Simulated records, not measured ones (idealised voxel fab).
process module | voxel wiring stack
cross-section cut | 220 nm wide | cells 5 nm
A cross-section is a grid of square cells, given in bands from the top down. A band is one or more rows of cells.
Each band's line starts with the height of the band's top and of its bottom, in nm. Then come its materials from left to right, each with its width in nm. One material with "throughout" fills the band from edge to edge. "air" is empty space.
Height 0 is the level under which the wafer as received is all one material. The lowest band goes on downwards, as in "0 down".
A width such as "30 to 40" changes by the same amount from each row of cells to the next, from the band's top row to its bottom row.
"no change" after a step means that no cell of the cross-section changed.
closed voids: empty space of 8 cells or more with no open way to the top, each as width x height at its distance from the left edge, in nm
after a step's settings: what the simulator itself notes on the step
overlay nm, on a step with a mask: how far to the right of its planned place the mask lay; to the left if negative
Each pair below shows a cross-section before one step and the cross-section after it, down to the lowest band that changed. The line under each pair gives the step between them, with its settings. The pairs can come from different runs of this module on the same starting wafer, so a pair continues from the pair above only where its "before" says so.
before
  185 to 180: air 25 | Ru 35 | air 10 | Ru 35 | air 10 | Ru 35 | air 10 | Ru 35 | air 25
  180 to 155: SiO2 30 | TiN 5 | Cu 15 | TiN 5 | SiO2 20 | TiN 5 | Cu 15 | TiN 5 | SiO2 20 | TiN 5 | Cu 15 | TiN 5 | SiO2 20 | TiN 5 | Cu 15 | TiN 5 | SiO2 30
  155 to 150: SiN 30 | TiN 25 | SiN 20 | TiN 25 | SiN 20 | TiN 25 | SiN 20 | TiN 25 | SiN 30
  150 to 140: lowk 30 | Ru 15 | lowk 75 | Ru 15 | lowk 85
  140 to 135: SiCN 30 | Ru 15 | SiCN 75 | Ru 15 | SiCN 85
  135 to 110: lowk 30 | TiN 5 | Ru 15 | TiN 5 | lowk 20 | TiN 5 | Ru 15 | TiN 5 | lowk 20 | TiN 5 | Ru 15 | TiN 5 | lowk 20 | TiN 5 | Ru 15 | TiN 5 | lowk 30
  110 to 100: SiCN 30 to 35 | TiN 25 to 5 | SiCN 20 to 40 | TiN 25 to 5 | SiCN 20 to 40 | TiN 25 to 5 | SiCN 20 to 40 | TiN 25 to 5 | SiCN 30 to 45
  100 to 80: lowk throughout
  80 to 65: lowk 30 | W 25 | lowk 20 | W 25 | lowk 20 | W 25 | lowk 20 | W 25 | lowk 30
  65 to 60: lowk 30 | TiN 25 | lowk 20 | TiN 25 | lowk 20 | TiN 25 | lowk 20 | TiN 25 | lowk 30
  60 to 50: SiO2 30 | Ru 15 | SiO2 30 | Ru 15 | SiO2 30 | Ru 15 | SiO2 30 | Ru 15 | SiO2 40
  50 to 40: SiCN 30 to 25 | Ru 15 to 35 | SiCN 30 to 10 | Ru 15 to 35 | SiCN 30 to 10 | Ru 15 to 35 | SiCN 30 to 10 | Ru 15 to 35 | SiCN 40 to 25
  40 to 15: lowk 30 | TiN 5 | Cu 15 | TiN 5 | lowk 20 | TiN 5 | Cu 15 | TiN 5 | lowk 20 | TiN 5 | Cu 15 | TiN 5 | lowk 20 | TiN 5 | Cu 15 | TiN 5 | lowk 30
  15 to 10: SiN 30 | TiN 25 | SiN 20 | TiN 25 | SiN 20 | TiN 25 | SiN 20 | TiN 25 | SiN 30
  10 to 0: SiO2 throughout
  0 down: Si throughout
  closed voids: none
after
  190 to 185: SiCN throughout
  185 to 180: SiCN 25 | Ru 35 | SiCN 10 | Ru 35 | SiCN 10 | Ru 35 | SiCN 10 | Ru 35 | SiCN 25
  below 180: unchanged
  closed voids: none
the step between: op FILL_DEP | material SiCN | thk nm 5
before
  85 to 80: SiCN throughout
  80 to 65: lowk 30 | W 25 | lowk 20 | W 25 | lowk 20 | W 25 | lowk 20 | W 25 | lowk 30
  65 to 60: lowk 30 | TiN 25 | lowk 20 | TiN 25 | lowk 20 | TiN 25 | lowk 20 | TiN 25 | lowk 30
  60 to 50: SiO2 30 | Ru 15 | SiO2 30 | Ru 15 | SiO2 30 | Ru 15 | SiO2 30 | Ru 15 | SiO2 40
  50 to 40: SiCN 30 to 25 | Ru 15 to 35 | SiCN 30 to 10 | Ru 15 to 35 | SiCN 30 to 10 | Ru 15 to 35 | SiCN 30 to 10 | Ru 15 to 35 | SiCN 40 to 25
  40 to 15: lowk 30 | TiN 5 | Cu 15 | TiN 5 | lowk 20 | TiN 5 | Cu 15 | TiN 5 | lowk 20 | TiN 5 | Cu 15 | TiN 5 | lowk 20 | TiN 5 | Cu 15 | TiN 5 | lowk 30
  15 to 10: SiN 30 | TiN 25 | SiN 20 | TiN 25 | SiN 20 | TiN 25 | SiN 20 | TiN 25 | SiN 30
  10 to 0: SiO2 throughout
  0 down: Si throughout
  closed voids: none
after
  110 to 85: lowk throughout
  below 85: unchanged
  closed voids: none
the step between: op DIRECTIONAL_DEP | material lowk | thk nm 25
before: the cross-section after the pair above
after
  125 to 110: resist 30 | air 15 | resist 30 | air 15 | resist 30 | air 15 | resist 30 | air 15 | resist 40
  below 110: unchanged
  closed voids: none
the step between: op PATTERN | tone open | mask id PLUG_2 | material resist | width nm 15 | pitch nm 45 | thk nm 15 | overlay nm 0
before: the cross-section after the pair above
after
  125 to 110: resist 30 | air 15 | resist 30 | air 15 | resist 30 | air 15 | resist 30 | air 15 | resist 40
  110 to 90: lowk 30 | air 15 | lowk 30 | air 15 | lowk 30 | air 15 | lowk 30 | air 15 | lowk 40
  below 90: unchanged
  closed voids: none
the step between: op DIRECTIONAL_ETCH | etch materials lowk | depth nm 20
before: the cross-section after the pair above
after
  110 to 90: lowk 30 | air 15 | lowk 30 | air 15 | lowk 30 | air 15 | lowk 30 | air 15 | lowk 40
  below 90: unchanged
  closed voids: none
the step between: op STRIP | etch materials resist
before: the cross-section after the pair above
after
  115 to 110: SiCN 35 | air 5 | SiCN 40 | air 5 | SiCN 40 | air 5 | SiCN 40 | air 5 | SiCN 45
  110 to 95: lowk 30 | SiCN 5 | air 5 | SiCN 5 | lowk 30 | SiCN 5 | air 5 | SiCN 5 | lowk 30 | SiCN 5 | air 5 | SiCN 5 | lowk 30 | SiCN 5 | air 5 | SiCN 5 | lowk 40
  95 to 90: lowk 30 | SiCN 15 | lowk 30 | SiCN 15 | lowk 30 | SiCN 15 | lowk 30 | SiCN 15 | lowk 40
  below 90: unchanged
  closed voids: none
the step between: op CONFORMAL_DEP | material SiCN | thk nm 5
before: the cross-section after the pair above
after
  140 to 120: lowk 35 | air 5 | lowk 40 | air 5 | lowk 40 | air 5 | lowk 40 | air 5 | lowk 45
  120 to 115: lowk throughout
  115 to 110: SiCN 35 | lowk 5 | SiCN 40 | lowk 5 | SiCN 40 | lowk 5 | SiCN 40 | lowk 5 | SiCN 45
  110 to 95: lowk 30 | SiCN 5 | lowk 5 | SiCN 5 | lowk 30 | SiCN 5 | lowk 5 | SiCN 5 | lowk 30 | SiCN 5 | lowk 5 | SiCN 5 | lowk 30 | SiCN 5 | lowk 5 | SiCN 5 | lowk 40
  below 95: unchanged
  closed voids: none
the step between: op DIRECTIONAL_DEP | material lowk | thk nm 25
before: the cross-section after the pair above
after
  140 to 115: lowk 30 | air 25 | lowk 20 | air 25 | lowk 20 | air 25 | lowk 20 | air 25 | lowk 30
  115 to 110: SiCN 35 | air 5 | SiCN 40 | air 5 | SiCN 40 | air 5 | SiCN 40 | air 5 | SiCN 45
  110 to 95: lowk 30 | SiCN 5 | air 5 | SiCN 5 | lowk 30 | SiCN 5 | air 5 | SiCN 5 | lowk 30 | SiCN 5 | air 5 | SiCN 5 | lowk 30 | SiCN 5 | air 5 | SiCN 5 | lowk 40
  below 95: unchanged
  closed voids: none
the step between: op MASKED_ETCH | tone open | mask id METAL_3 | width nm 25 | pitch nm 45 | etch materials lowk | depth nm 25 | overlay nm 0
before: the cross-section after the pair above
after
  140 to 115: lowk 30 | air 25 | lowk 20 | air 25 | lowk 20 | air 25 | lowk 20 | air 25 | lowk 30
  115 to 110: SiCN 30 | air 25 | SiCN 20 | air 25 | SiCN 20 | air 25 | SiCN 20 | air 25 | SiCN 30
  110 to 90: lowk 30 | SiCN 5 | air 5 | SiCN 5 | lowk 30 | SiCN 5 | air 5 | SiCN 5 | lowk 30 | SiCN 5 | air 5 | SiCN 5 | lowk 30 | SiCN 5 | air 5 | SiCN 5 | lowk 40
  below 90: unchanged
  closed voids: none
the step between: op MASKED_ETCH | tone open | mask id METAL_3 | width nm 25 | pitch nm 45 | etch materials SiCN | depth nm 5 | overlay nm 0
before: the cross-section after the pair above
after
  145 to 140: TiN 35 | air 15 | TiN 30 | air 15 | TiN 30 | air 15 | TiN 30 | air 15 | TiN 35
  140 to 115: lowk 30 | TiN 5 | air 15 | TiN 5 | lowk 20 | TiN 5 | air 15 | TiN 5 | lowk 20 | TiN 5 | air 15 | TiN 5 | lowk 20 | TiN 5 | air 15 | TiN 5 | lowk 30
  115 to 110: SiCN 30 | TiN 25 | SiCN 20 | TiN 25 | SiCN 20 | TiN 25 | SiCN 20 | TiN 25 | SiCN 30
  110 to 90: lowk 30 | SiCN 5 | TiN 5 | SiCN 5 | lowk 30 | SiCN 5 | TiN 5 | SiCN 5 | lowk 30 | SiCN 5 | TiN 5 | SiCN 5 | lowk 30 | SiCN 5 | TiN 5 | SiCN 5 | lowk 40
  below 90: unchanged
  closed voids: none
the step between: op CONFORMAL_DEP | material TiN | thk nm 5
before: the cross-section after the pair above
after
  155 to 145: Ru throughout
  145 to 140: TiN 35 | Ru 15 | TiN 30 | Ru 15 | TiN 30 | Ru 15 | TiN 30 | Ru 15 | TiN 35
  140 to 115: lowk 30 | TiN 5 | Ru 15 | TiN 5 | lowk 20 | TiN 5 | Ru 15 | TiN 5 | lowk 20 | TiN 5 | Ru 15 | TiN 5 | lowk 20 | TiN 5 | Ru 15 | TiN 5 | lowk 30
  below 115: unchanged
  closed voids: none
the step between: op FILL_DEP | material Ru | thk nm 10
before: the cross-section after the pair above
after
  135 to 115: lowk 30 | TiN 5 | Ru 15 | TiN 5 | lowk 20 | TiN 5 | Ru 15 | TiN 5 | lowk 20 | TiN 5 | Ru 15 | TiN 5 | lowk 20 | TiN 5 | Ru 15 | TiN 5 | lowk 30
  below 115: unchanged
  closed voids: none
the step between: op CMP | height nm 135
before: the cross-section after the pair above
after
  140 to 135: SiCN throughout
  below 135: unchanged
  closed voids: none
the step between: op CONFORMAL_DEP | material SiCN | thk nm 5
before: the cross-section after the pair above
after
  150 to 140: lowk throughout
  below 140: unchanged
  closed voids: none
the step between: op DIRECTIONAL_DEP | material lowk | thk nm 10
before: the cross-section after the pair above
after
  150 to 140: lowk 30 | air 15 | lowk 75 | air 15 | lowk 85
  below 140: unchanged
  closed voids: none
the step between: op MASKED_ETCH | tone open | mask id PLUG_3 | width nm 15 | pitch nm 90 | etch materials lowk | depth nm 10 | overlay nm 0
before: the cross-section after the pair above
after
  150 to 140: lowk 30 | air 15 | lowk 75 | air 15 | lowk 85
  140 to 135: SiCN 30 | air 15 | SiCN 75 | air 15 | SiCN 85
  below 135: unchanged
  closed voids: none
the step between: op MASKED_ETCH | tone open | mask id PLUG_3 | width nm 15 | pitch nm 90 | etch materials SiCN | depth nm 5 | overlay nm 0
before: the cross-section after the pair above
after
  150 to 145: lowk 30 | air 15 | lowk 75 | air 15 | lowk 85
  145 to 140: lowk 30 | Ru 15 | lowk 75 | Ru 15 | lowk 85
  140 to 135: SiCN 30 | Ru 15 | SiCN 75 | Ru 15 | SiCN 85
  below 135: unchanged
  closed voids: none
the step between: op EPI | material Ru | thk nm 10
before: the cross-section after the pair above
after
  150 to 140: lowk 30 | Ru 15 | lowk 75 | Ru 15 | lowk 85
  below 140: unchanged
  closed voids: none
the step between: op EPI | material Ru | thk nm 5
before: the cross-section after the pair above
after
  155 to 150: SiN throughout
  below 150: unchanged
  closed voids: none
the step between: op CONFORMAL_DEP | material SiN | thk nm 5
before: the cross-section after the pair above
after
  180 to 155: SiO2 throughout
  below 155: unchanged
  closed voids: none
the step between: op DIRECTIONAL_DEP | material SiO2 | thk nm 25
before: the cross-section after the pair above
after
  200 to 180: resist 30 | air 25 | resist 20 | air 25 | resist 20 | air 25 | resist 20 | air 25 | resist 30
  below 180: unchanged
  closed voids: none
the step between: op PATTERN | tone open | mask id METAL_4 | material resist | width nm 25 | pitch nm 45 | thk nm 20 | overlay nm 0
before: the cross-section after the pair above
after
  200 to 180: resist 30 | air 25 | resist 20 | air 25 | resist 20 | air 25 | resist 20 | air 25 | resist 30
  180 to 155: SiO2 30 | air 25 | SiO2 20 | air 25 | SiO2 20 | air 25 | SiO2 20 | air 25 | SiO2 30
  below 155: unchanged
  closed voids: none
the step between: op DIRECTIONAL_ETCH | etch materials SiO2 | depth nm 25
before: the cross-section after the pair above
after
  200 to 180: resist 30 | air 25 | resist 20 | air 25 | resist 20 | air 25 | resist 20 | air 25 | resist 30
  180 to 155: SiO2 30 | air 25 | SiO2 20 | air 25 | SiO2 20 | air 25 | SiO2 20 | air 25 | SiO2 30
  155 to 150: SiN 30 | air 25 | SiN 20 | air 25 | SiN 20 | air 25 | SiN 20 | air 25 | SiN 30
  below 150: unchanged
  closed voids: none
the step between: op DIRECTIONAL_ETCH | etch materials SiN | depth nm 5
before: the cross-section after the pair above
after
  180 to 155: SiO2 30 | air 25 | SiO2 20 | air 25 | SiO2 20 | air 25 | SiO2 20 | air 25 | SiO2 30
  below 155: unchanged
  closed voids: none
the step between: op STRIP | etch materials resist
before: the cross-section after the pair above
after
  185 to 180: TiN 35 | air 15 | TiN 30 | air 15 | TiN 30 | air 15 | TiN 30 | air 15 | TiN 35
  180 to 155: SiO2 30 | TiN 5 | air 15 | TiN 5 | SiO2 20 | TiN 5 | air 15 | TiN 5 | SiO2 20 | TiN 5 | air 15 | TiN 5 | SiO2 20 | TiN 5 | air 15 | TiN 5 | SiO2 30
  155 to 150: SiN 30 | TiN 25 | SiN 20 | TiN 25 | SiN 20 | TiN 25 | SiN 20 | TiN 25 | SiN 30
  below 150: unchanged
  closed voids: none
the step between: op CONFORMAL_DEP | material TiN | thk nm 5
before: the cross-section after the pair above
after
  195 to 185: Cu throughout
  185 to 180: TiN 35 | Cu 15 | TiN 30 | Cu 15 | TiN 30 | Cu 15 | TiN 30 | Cu 15 | TiN 35
  180 to 155: SiO2 30 | TiN 5 | Cu 15 | TiN 5 | SiO2 20 | TiN 5 | Cu 15 | TiN 5 | SiO2 20 | TiN 5 | Cu 15 | TiN 5 | SiO2 20 | TiN 5 | Cu 15 | TiN 5 | SiO2 30
  below 155: unchanged
  closed voids: none
the step between: op FILL_DEP | material Cu | thk nm 10
before: the cross-section after the pair above
after
  180 to 155: SiO2 30 | TiN 5 | Cu 15 | TiN 5 | SiO2 20 | TiN 5 | Cu 15 | TiN 5 | SiO2 20 | TiN 5 | Cu 15 | TiN 5 | SiO2 20 | TiN 5 | Cu 15 | TiN 5 | SiO2 30
  below 155: unchanged
  closed voids: none
the step between: op CMP | height nm 180
before: the cross-section after the pair above
after
  185 to 180: air 25 | Ru 35 | air 10 | Ru 35 | air 10 | Ru 35 | air 10 | Ru 35 | air 25
  below 180: unchanged
  closed voids: none
the step between: op EPI | material Ru | thk nm 5
before: the cross-section after the pair above
after
  190 to 185: SiCN throughout
  185 to 180: SiCN 25 | Ru 35 | SiCN 10 | Ru 35 | SiCN 10 | Ru 35 | SiCN 10 | Ru 35 | SiCN 25
  below 180: unchanged
  closed voids: none
the step between: op FILL_DEP | material SiCN | thk nm 5
before
  180 to 155: SiO2 throughout
  155 to 150: SiN throughout
  150 to 140: lowk 30 | Ru 15 | lowk 75 | Ru 15 | lowk 85
  140 to 135: SiCN 30 | Ru 15 | SiCN 75 | Ru 15 | SiCN 85
  135 to 110: lowk 30 | TiN 5 | Ru 15 | TiN 5 | lowk 20 | TiN 5 | Ru 15 | TiN 5 | lowk 20 | TiN 5 | Ru 15 | TiN 5 | lowk 20 | TiN 5 | Ru 15 | TiN 5 | lowk 30
  110 to 105: SiCN 30 | TiN 25 | SiCN 20 | TiN 25 | SiCN 20 | TiN 25 | SiCN 20 | TiN 25 | SiCN 30
  105 to 85: lowk 30 | Ru 15 | lowk 30 | Ru 15 | lowk 30 | Ru 15 | lowk 30 | Ru 15 | lowk 40
  85 to 80: SiCN 30 | Ru 15 | SiCN 30 | Ru 15 | SiCN 30 | Ru 15 | SiCN 30 | Ru 15 | SiCN 40
  80 to 65: lowk 30 | W 25 | lowk 20 | W 25 | lowk 20 | W 25 | lowk 20 | W 25 | lowk 30
  65 to 60: lowk 30 | TiN 25 | lowk 20 | TiN 25 | lowk 20 | TiN 25 | lowk 20 | TiN 25 | lowk 30
  60 to 50: SiO2 30 | Ru 15 | SiO2 30 | Ru 15 | SiO2 30 | Ru 15 | SiO2 30 | Ru 15 | SiO2 40
  50 to 40: SiCN 30 to 25 | Ru 15 to 35 | SiCN 30 to 10 | Ru 15 to 35 | SiCN 30 to 10 | Ru 15 to 35 | SiCN 30 to 10 | Ru 15 to 35 | SiCN 40 to 25
  40 to 15: lowk 30 | TiN 5 | Cu 15 | TiN 5 | lowk 20 | TiN 5 | Cu 15 | TiN 5 | lowk 20 | TiN 5 | Cu 15 | TiN 5 | lowk 20 | TiN 5 | Cu 15 | TiN 5 | lowk 30
  15 to 10: SiN 30 | TiN 25 | SiN 20 | TiN 25 | SiN 20 | TiN 25 | SiN 20 | TiN 25 | SiN 30
  10 to 0: SiO2 throughout
  0 down: Si throughout
  closed voids: none
after
  200 to 180: resist 35 | air 15 | resist 30 | air 15 | resist 30 | air 15 | resist 30 | air 15 | resist 35
  below 180: unchanged
  closed voids: none
the step between: op PATTERN | tone open | mask id METAL_4 | material resist | width nm 15 | pitch nm 45 | thk nm 20 | overlay nm 0
before: the cross-section after the pair above
after
  200 to 180: resist 35 | air 15 | resist 30 | air 15 | resist 30 | air 15 | resist 30 | air 15 | resist 35
  180 to 155: SiO2 35 | air 15 | SiO2 30 | air 15 | SiO2 30 | air 15 | SiO2 30 | air 15 | SiO2 35
  below 155: unchanged
  closed voids: none
the step between: op DIRECTIONAL_ETCH | etch materials SiO2 | depth nm 25
before: the cross-section after the pair above
after
  200 to 180: resist 35 | air 15 | resist 30 | air 15 | resist 30 | air 15 | resist 30 | air 15 | resist 35
  180 to 155: SiO2 35 | air 15 | SiO2 30 | air 15 | SiO2 30 | air 15 | SiO2 30 | air 15 | SiO2 35
  155 to 150: SiN 35 | air 15 | SiN 30 | air 15 | SiN 30 | air 15 | SiN 30 | air 15 | SiN 35
  below 150: unchanged
  closed voids: none
the step between: op DIRECTIONAL_ETCH | etch materials SiN | depth nm 5
before: the cross-section after the pair above
after
  180 to 155: SiO2 35 | air 15 | SiO2 30 | air 15 | SiO2 30 | air 15 | SiO2 30 | air 15 | SiO2 35
  below 155: unchanged
  closed voids: none
the step between: op STRIP | etch materials resist
before: the cross-section after the pair above
after
  185 to 180: TiN 40 | air 5 | TiN 40 | air 5 | TiN 40 | air 5 | TiN 40 | air 5 | TiN 40
  180 to 155: SiO2 35 | TiN 5 | air 5 | TiN 5 | SiO2 30 | TiN 5 | air 5 | TiN 5 | SiO2 30 | TiN 5 | air 5 | TiN 5 | SiO2 30 | TiN 5 | air 5 | TiN 5 | SiO2 35
  155 to 150: SiN 35 | TiN 15 | SiN 30 | TiN 15 | SiN 30 | TiN 15 | SiN 30 | TiN 15 | SiN 35
  below 150: unchanged
  closed voids: none
the step between: op CONFORMAL_DEP | material TiN | thk nm 5
before: the cross-section after the pair above
after
  195 to 185: Cu throughout
  185 to 180: TiN 40 | Cu 5 | TiN 40 | Cu 5 | TiN 40 | Cu 5 | TiN 40 | Cu 5 | TiN 40
  180 to 155: SiO2 35 | TiN 5 | Cu 5 | TiN 5 | SiO2 30 | TiN 5 | Cu 5 | TiN 5 | SiO2 30 | TiN 5 | Cu 5 | TiN 5 | SiO2 30 | TiN 5 | Cu 5 | TiN 5 | SiO2 35
  below 155: unchanged
  closed voids: none
the step between: op FILL_DEP | material Cu | thk nm 10
before: the cross-section after the pair above
after
  180 to 155: SiO2 35 | TiN 5 | Cu 5 | TiN 5 | SiO2 30 | TiN 5 | Cu 5 | TiN 5 | SiO2 30 | TiN 5 | Cu 5 | TiN 5 | SiO2 30 | TiN 5 | Cu 5 | TiN 5 | SiO2 35
  below 155: unchanged
  closed voids: none
the step between: op CMP | height nm 180
before: the cross-section after the pair above
after
  185 to 180: air 30 | Ru 25 | air 20 | Ru 25 | air 20 | Ru 25 | air 20 | Ru 25 | air 30
  below 180: unchanged
  closed voids: none
the step between: op EPI | material Ru | thk nm 5
before: the cross-section after the pair above
after
  190 to 185: SiCN throughout
  185 to 180: SiCN 30 | Ru 25 | SiCN 20 | Ru 25 | SiCN 20 | Ru 25 | SiCN 20 | Ru 25 | SiCN 30
  below 180: unchanged
  closed voids: none
the step between: op FILL_DEP | material SiCN | thk nm 5
before
  150 to 140: lowk 30 | air 15 | lowk 75 | air 15 | lowk 85
  140 to 135: SiCN throughout
  135 to 110: lowk 30 | TiN 5 | Ru 15 | TiN 5 | lowk 20 | TiN 5 | Ru 15 | TiN 5 | lowk 20 | TiN 5 | Ru 15 | TiN 5 | lowk 20 | TiN 5 | Ru 15 | TiN 5 | lowk 30
  110 to 105: SiCN 30 | TiN 25 | SiCN 20 | TiN 25 | SiCN 20 | TiN 25 | SiCN 20 | TiN 25 | SiCN 30
  105 to 85: lowk 30 | Ru 15 | lowk 30 | Ru 15 | lowk 30 | Ru 15 | lowk 30 | Ru 15 | lowk 40
  85 to 80: SiCN 30 | Ru 15 | SiCN 30 | Ru 15 | SiCN 30 | Ru 15 | SiCN 30 | Ru 15 | SiCN 40
  80 to 65: lowk 30 | W 25 | lowk 20 | W 25 | lowk 20 | W 25 | lowk 20 | W 25 | lowk 30
  65 to 60: lowk 30 | TiN 25 | lowk 20 | TiN 25 | lowk 20 | TiN 25 | lowk 20 | TiN 25 | lowk 30
  60 to 50: SiO2 30 | Ru 15 | SiO2 30 | Ru 15 | SiO2 30 | Ru 15 | SiO2 30 | Ru 15 | SiO2 40
  50 to 40: SiCN 30 to 25 | Ru 15 to 35 | SiCN 30 to 10 | Ru 15 to 35 | SiCN 30 to 10 | Ru 15 to 35 | SiCN 30 to 10 | Ru 15 to 35 | SiCN 40 to 25
  40 to 15: lowk 30 | TiN 5 | Cu 15 | TiN 5 | lowk 20 | TiN 5 | Cu 15 | TiN 5 | lowk 20 | TiN 5 | Cu 15 | TiN 5 | lowk 20 | TiN 5 | Cu 15 | TiN 5 | lowk 30
  15 to 10: SiN 30 | TiN 25 | SiN 20 | TiN 25 | SiN 20 | TiN 25 | SiN 20 | TiN 25 | SiN 30
  10 to 0: SiO2 throughout
  0 down: Si throughout
  closed voids: none
after
  150 to 140: lowk 30 | air 15 | lowk 75 | air 15 | lowk 85
  140 to 135: SiCN 30 | air 10 | SiCN 80 | air 10 | SiCN 90
  below 135: unchanged
  closed voids: none
the step between: op MASKED_ETCH | tone open | mask id PLUG_3 | width nm 15 | pitch nm 90 | etch materials SiCN | depth nm 5 | overlay nm -5
before: the cross-section after the pair above
after
  150 to 145: lowk 30 | air 15 | lowk 75 | air 15 | lowk 85
  145 to 140: lowk 30 | Ru 15 | lowk 75 | Ru 15 | lowk 85
  140 to 135: SiCN 30 | Ru 10 | SiCN 80 | Ru 10 | SiCN 90
  below 135: unchanged
  closed voids: none
the step between: op EPI | material Ru | thk nm 10
before: the cross-section after the pair above
after
  150 to 140: lowk 30 | Ru 15 | lowk 75 | Ru 15 | lowk 85
  below 140: unchanged
  closed voids: none
the step between: op EPI | material Ru | thk nm 5
before: the cross-section after the pair above
after
  155 to 150: SiN throughout
  below 150: unchanged
  closed voids: none
the step between: op CONFORMAL_DEP | material SiN | thk nm 5
before: the cross-section after the pair above
after
  180 to 155: SiO2 throughout
  below 155: unchanged
  closed voids: none
the step between: op DIRECTIONAL_DEP | material SiO2 | thk nm 25
before: the cross-section after the pair above
after
  200 to 180: resist 30 | air 25 | resist 20 | air 25 | resist 20 | air 25 | resist 20 | air 25 | resist 30
  below 180: unchanged
  closed voids: none
the step between: op PATTERN | tone open | mask id METAL_4 | material resist | width nm 25 | pitch nm 45 | thk nm 20 | overlay nm 0
before: the cross-section after the pair above
after
  200 to 180: resist 30 | air 25 | resist 20 | air 25 | resist 20 | air 25 | resist 20 | air 25 | resist 30
  180 to 155: SiO2 30 | air 25 | SiO2 20 | air 25 | SiO2 20 | air 25 | SiO2 20 | air 25 | SiO2 30
  below 155: unchanged
  closed voids: none
the step between: op DIRECTIONAL_ETCH | etch materials SiO2 | depth nm 25
before: the cross-section after the pair above
after
  200 to 180: resist 30 | air 25 | resist 20 | air 25 | resist 20 | air 25 | resist 20 | air 25 | resist 30
  180 to 155: SiO2 30 | air 25 | SiO2 20 | air 25 | SiO2 20 | air 25 | SiO2 20 | air 25 | SiO2 30
  155 to 150: SiN 30 | air 25 | SiN 20 | air 25 | SiN 20 | air 25 | SiN 20 | air 25 | SiN 30
  below 150: unchanged
  closed voids: none
the step between: op DIRECTIONAL_ETCH | etch materials SiN | depth nm 5
before: the cross-section after the pair above
after
  180 to 155: SiO2 30 | air 25 | SiO2 20 | air 25 | SiO2 20 | air 25 | SiO2 20 | air 25 | SiO2 30
  below 155: unchanged
  closed voids: none
the step between: op STRIP | etch materials resist
before: the cross-section after the pair above
after
  185 to 180: TiN 35 | air 15 | TiN 30 | air 15 | TiN 30 | air 15 | TiN 30 | air 15 | TiN 35
  180 to 155: SiO2 30 | TiN 5 | air 15 | TiN 5 | SiO2 20 | TiN 5 | air 15 | TiN 5 | SiO2 20 | TiN 5 | air 15 | TiN 5 | SiO2 20 | TiN 5 | air 15 | TiN 5 | SiO2 30
  155 to 150: SiN 30 | TiN 25 | SiN 20 | TiN 25 | SiN 20 | TiN 25 | SiN 20 | TiN 25 | SiN 30
  below 150: unchanged
  closed voids: none
the step between: op CONFORMAL_DEP | material TiN | thk nm 5
before: the cross-section after the pair above
after
  195 to 185: Cu throughout
  185 to 180: TiN 35 | Cu 15 | TiN 30 | Cu 15 | TiN 30 | Cu 15 | TiN 30 | Cu 15 | TiN 35
  180 to 155: SiO2 30 | TiN 5 | Cu 15 | TiN 5 | SiO2 20 | TiN 5 | Cu 15 | TiN 5 | SiO2 20 | TiN 5 | Cu 15 | TiN 5 | SiO2 20 | TiN 5 | Cu 15 | TiN 5 | SiO2 30
  below 155: unchanged
  closed voids: none
the step between: op FILL_DEP | material Cu | thk nm 10
before: the cross-section after the pair above
after
  180 to 155: SiO2 30 | TiN 5 | Cu 15 | TiN 5 | SiO2 20 | TiN 5 | Cu 15 | TiN 5 | SiO2 20 | TiN 5 | Cu 15 | TiN 5 | SiO2 20 | TiN 5 | Cu 15 | TiN 5 | SiO2 30
  below 155: unchanged
  closed voids: none
the step between: op CMP | height nm 180
before: the cross-section after the pair above
after
  185 to 180: air 25 | Ru 35 | air 10 | Ru 35 | air 10 | Ru 35 | air 10 | Ru 35 | air 25
  below 180: unchanged
  closed voids: none
the step between: op EPI | material Ru | thk nm 5
before: the cross-section after the pair above
after
  190 to 185: SiCN throughout
  185 to 180: SiCN 25 | Ru 35 | SiCN 10 | Ru 35 | SiCN 10 | Ru 35 | SiCN 10 | Ru 35 | SiCN 25
  below 180: unchanged
  closed voids: none
the step between: op FILL_DEP | material SiCN | thk nm 5
before
  0 down: Si throughout
  closed voids: none
after
  10 to 0: Ru throughout
  below 0: unchanged
  closed voids: none
the step between: op CONFORMAL_DEP | material Ru | thk nm 10
before: the cross-section after the pair above
after
  15 to 10: SiN throughout
  below 10: unchanged
  closed voids: none
the step between: op CONFORMAL_DEP | material SiN | thk nm 5
before: the cross-section after the pair above
after
  40 to 15: lowk throughout
  below 15: unchanged
  closed voids: none
the step between: op DIRECTIONAL_DEP | material lowk | thk nm 25
before: the cross-section after the pair above
after
  40 to 15: lowk 30 | air 25 | lowk 20 | air 25 | lowk 20 | air 25 | lowk 20 | air 25 | lowk 30
  below 15: unchanged
  closed voids: none
the step between: op MASKED_ETCH | tone open | mask id METAL_1 | width nm 25 | pitch nm 45 | etch materials lowk | depth nm 25 | overlay nm 0
before: the cross-section after the pair above
after
  40 to 15: lowk 30 | air 25 | lowk 20 | air 25 | lowk 20 | air 25 | lowk 20 | air 25 | lowk 30
  15 to 10: SiN 30 | air 25 | SiN 20 | air 25 | SiN 20 | air 25 | SiN 20 | air 25 | SiN 30
  below 10: unchanged
  closed voids: none
the step between: op MASKED_ETCH | tone open | mask id METAL_1 | width nm 25 | pitch nm 45 | etch materials SiN | depth nm 5 | overlay nm 0
before: the cross-section after the pair above
after
  45 to 40: TiN 35 | air 15 | TiN 30 | air 15 | TiN 30 | air 15 | TiN 30 | air 15 | TiN 35
  40 to 15: lowk 30 | TiN 5 | air 15 | TiN 5 | lowk 20 | TiN 5 | air 15 | TiN 5 | lowk 20 | TiN 5 | air 15 | TiN 5 | lowk 20 | TiN 5 | air 15 | TiN 5 | lowk 30
  15 to 10: SiN 30 | TiN 25 | SiN 20 | TiN 25 | SiN 20 | TiN 25 | SiN 20 | TiN 25 | SiN 30
  below 10: unchanged
  closed voids: none
the step between: op CONFORMAL_DEP | material TiN | thk nm 5
before: the cross-section after the pair above
after
  55 to 45: Cu throughout
  45 to 40: TiN 35 | Cu 15 | TiN 30 | Cu 15 | TiN 30 | Cu 15 | TiN 30 | Cu 15 | TiN 35
  40 to 15: lowk 30 | TiN 5 | Cu 15 | TiN 5 | lowk 20 | TiN 5 | Cu 15 | TiN 5 | lowk 20 | TiN 5 | Cu 15 | TiN 5 | lowk 20 | TiN 5 | Cu 15 | TiN 5 | lowk 30
  below 15: unchanged
  closed voids: none
the step between: op FILL_DEP | material Cu | thk nm 10
before: the cross-section after the pair above
after
  40 to 15: lowk 30 | TiN 5 | Cu 15 | TiN 5 | lowk 20 | TiN 5 | Cu 15 | TiN 5 | lowk 20 | TiN 5 | Cu 15 | TiN 5 | lowk 20 | TiN 5 | Cu 15 | TiN 5 | lowk 30
  below 15: unchanged
  closed voids: none
the step between: op CMP | height nm 40
before: the cross-section after the pair above
after
  45 to 40: air 25 | Ru 35 | air 10 | Ru 35 | air 10 | Ru 35 | air 10 | Ru 35 | air 25
  below 40: unchanged
  closed voids: none
the step between: op EPI | material Ru | thk nm 5
